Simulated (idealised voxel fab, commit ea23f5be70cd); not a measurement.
Process module in this document: voxel spacer lines
cross-section cut | 260 nm wide | cells 5 nm
Just so we're on the same page, the cross-sections are grids of square cells, and they're listed out in bands top to bottom, each band one or more rows deep. Heights first: top, then bottom, in nm. Then materials, left to right, each with a width in nm. "everywhere" on a single material: fills the band edge to edge. "blank": empty space. Height datum 0, below which the as-received substrate wafer is one material. Lowest band open at the bottom, running downward: "0 nm and below". The notation "30..40" denotes a width that varies across the rows of cells in the band, beginning at the first number in the top row, finishing at the second number in the bottom row, and changing by an identical amount from each row to the next. The cross-section has no changed cell in any step marked "left unchanged". You'll see "Cavities, closed" listing empty spaces that have no way open to the top, as long as they're 8 cells or more; the notation is width x height at distance, where the distance is from the left edge, and all of it is in nm. Anything after a step's settings on that line? It's the simulator's own note about the step. overlay nm: mask offset rightward from planned place, masked step; negative means leftward offset.
**Planned step list for the process**
- 1: RECEIVE: material Si
- 2: CONFORMAL_DEP: material SiO2, thk nm 5
- 3: DIRECTIONAL_DEP: material TiN, thk nm 15
- 4: DIRECTIONAL_DEP: material aC, thk nm 25
- 5: PATTERN: tone cover, mask id MANDREL, material resist, width nm 25, pitch nm 80, thk nm 35, overlay nm 0
- 6: DIRECTIONAL_ETCH: etch materials aC, depth nm 25
- 7: STRIP: etch materials resist
- 8: CONFORMAL_DEP: material SiN, thk nm 15
- 9: DIRECTIONAL_ETCH: etch materials SiN, depth nm 15
- 10: STRIP: etch materials aC
- 11: DIRECTIONAL_ETCH: etch materials TiN, depth nm 15
- 12: STRIP: etch materials SiN
**As-received state of the wafer in cross-section, equivalent to post-step 1**
  0 nm and below | Si everywhere
  Cavities, closed: none
**This is how the wafer looks in cross-section once the module is done, given the starting state and plan above and one mistake in carrying the plan out**
  20 nm to 15 nm | SiO2 everywhere
  15 nm to 0 nm | TiN everywhere
  0 nm and below | Si everywhere
  Cavities, closed: none
Short version of what went wrong: note: step 2 <-> step 3, run order reversed vs plan
